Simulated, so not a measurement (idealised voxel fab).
Presented below is a process module, voxel capacitor over wiring.
Square cells of 5 nm make up the cross-section cut, whose width is 155 nm.
We lay out every cross-section as a grid of square cells and spell it out in bands from the top down, where one band means one or more rows of cells. Basically the band line says how high the top is and how high the bottom is, in nm, and then what's in it from left to right, every material with its width in nm. Empty space shows up as "empty", and if a single material carries "edge to edge" it runs the full band edge to edge. The reference from which all heights are counted is 0, the level beneath which the as-received wafer is entirely one material; the lowest band, having no lower bound, proceeds downward and is written after the example "z 0 and below". The width entry "30 to 40" should be interpreted row by row: the top row of cells in the band takes the first number, the bottom row takes the second number, and the change between adjacent rows is uniform throughout. The designation "no alterations made", where it is given for a processing step, indicates that no cell of the cross-section was altered in the course of that step. Listed in "Entrapped voids": every empty space of 8 or more cells without an open way to the top. Form: width x height at distance, the distance being from the left edge, all in nm. The remark found on a step's line after its settings is issued by the simulator itself and pertains to that step. On any step carrying a mask, the "overlay nm" setting, if present on the step's line, tells how far right of its planned place the mask lay; negative values point to the left.
## The steps planned for the process are as follows
| 1 | RECEIVE with material Si |
| 2 | CONFORMAL_DEP with material SiO2, thk nm 15 |
| 3 | DIRECTIONAL_DEP with material TiN, thk nm 5 |
| 4 | DIRECTIONAL_DEP with material Ru, thk nm 15 |
| 5 | DIRECTIONAL_DEP with material aC, thk nm 15 |
| 6 | PATTERN with tone cover, mask id METAL_1, material resist, width nm 25, pitch nm 95, thk nm 35, overlay nm 0 |
| 7 | DIRECTIONAL_ETCH with etch materials aC, depth nm 15 |
| 8 | STRIP with etch materials resist |
| 9 | DIRECTIONAL_ETCH with etch materials Ru, depth nm 15 |
| 10 | DIRECTIONAL_ETCH with etch materials TiN, depth nm 5 |
| 11 | STRIP with etch materials aC |
| 12 | CONFORMAL_DEP with material SiCN, thk nm 5 |
| 13 | FILL_DEP with material lowk, thk nm 10 |
| 14 | CMP with height nm 35 |
| 15 | CONFORMAL_DEP with material SiCN, thk nm 5 |
| 16 | DIRECTIONAL_DEP with material SiO2, thk nm 20 |
| 17 | DIRECTIONAL_DEP with material aC, thk nm 10 |
| 18 | PATTERN with tone open, mask id PLUG_1, material resist, width nm 15, thk nm 25, overlay nm 0 |
| 19 | DIRECTIONAL_ETCH with etch materials aC, depth nm 10 |
| 20 | STRIP with etch materials resist |
| 21 | DIRECTIONAL_ETCH with etch materials SiO2, depth nm 20 |
| 22 | DIRECTIONAL_ETCH with etch materials SiCN, depth nm 5 |
| 23 | STRIP with etch materials aC |
| 24 | EPI with material Ru, thk nm 10 |
| 25 | EPI with material Ru, thk nm 10 |
| 26 | EPI with material Ru, thk nm 5 |
| 27 | DIRECTIONAL_DEP with material TiN, thk nm 10 |
| 28 | DIRECTIONAL_DEP with material Al2O3, thk nm 5 |
| 29 | DIRECTIONAL_DEP with material TiN, thk nm 10 |
| 30 | PATTERN with tone cover, mask id UPPER_PLATE, material resist, width nm 75, thk nm 15, overlay nm 0 |
| 31 | DIRECTIONAL_ETCH with etch materials TiN, depth nm 10 |
| 32 | DIRECTIONAL_ETCH with etch materials Al2O3, depth nm 5 |
| 33 | STRIP with etch materials resist |
| 34 | DIRECTIONAL_DEP with material aC, thk nm 10 |
| 35 | PATTERN with tone cover, mask id LOWER_PLATE, material resist, width nm 85, thk nm 30, overlay nm 0 |
| 36 | DIRECTIONAL_ETCH with etch materials aC, depth nm 10 |
| 37 | STRIP with etch materials resist |
| 38 | DIRECTIONAL_ETCH with etch materials TiN, depth nm 10 |
| 39 | STRIP with etch materials aC |
| 40 | FILL_DEP with material SiO2, thk nm 15 |
| 41 | CMP with height nm 95 |
| 42 | MASKED_ETCH with tone open, mask id PLUG_2, width nm 15, etch materials SiO2, depth nm 10, overlay nm 0 |
| 43 | CONFORMAL_DEP with material TiN, thk nm 5 |
| 44 | FILL_DEP with material W, thk nm 5 |
| 45 | CMP with height nm 95 |
| 46 | CONFORMAL_DEP with material SiCN, thk nm 5 |
## As-received state of the wafer in cross-section, equivalent to post-step 1
  z 0 and below = Si edge to edge
  Entrapped voids: none
## Final cross-section, module run with one mistake (start and plan as above)
  z 100 to 95 = SiCN edge to edge
  z 95 to 90 = SiO2=35, TiN=5, W=5, TiN=5, SiO2=105
  z 90 to 85 = SiO2=35, TiN=15, SiO2=105
  z 85 to 80 = SiO2 edge to edge
  z 80 to 75 = SiO2=25, TiN=75, SiO2=55
  z 75 to 70 = SiO2=25, Al2O3=75, SiO2=55
  z 70 to 60 = SiO2=20, TiN=85, SiO2=50
  z 60 to 40 = SiO2=25, Ru=15, SiO2=115
  z 40 to 35 = SiCN=25, Ru=15, SiCN=115
  z 35 to 20 = lowk=10, SiCN=5, Ru=25, SiCN=5, lowk=60, SiCN=5, Ru=25, SiCN=5, lowk=15
  z 20 to 15 = SiCN=15, TiN=25, SiCN=70, TiN=25, SiCN=20
  z 15 to 0 = SiO2 edge to edge
  z 0 and below = Si edge to edge
  Entrapped voids: none
Plan not followed: heads up, step 29 didn't go per plan, it actually ran as DIRECTIONAL_DEP with material TiN, thk nm 5
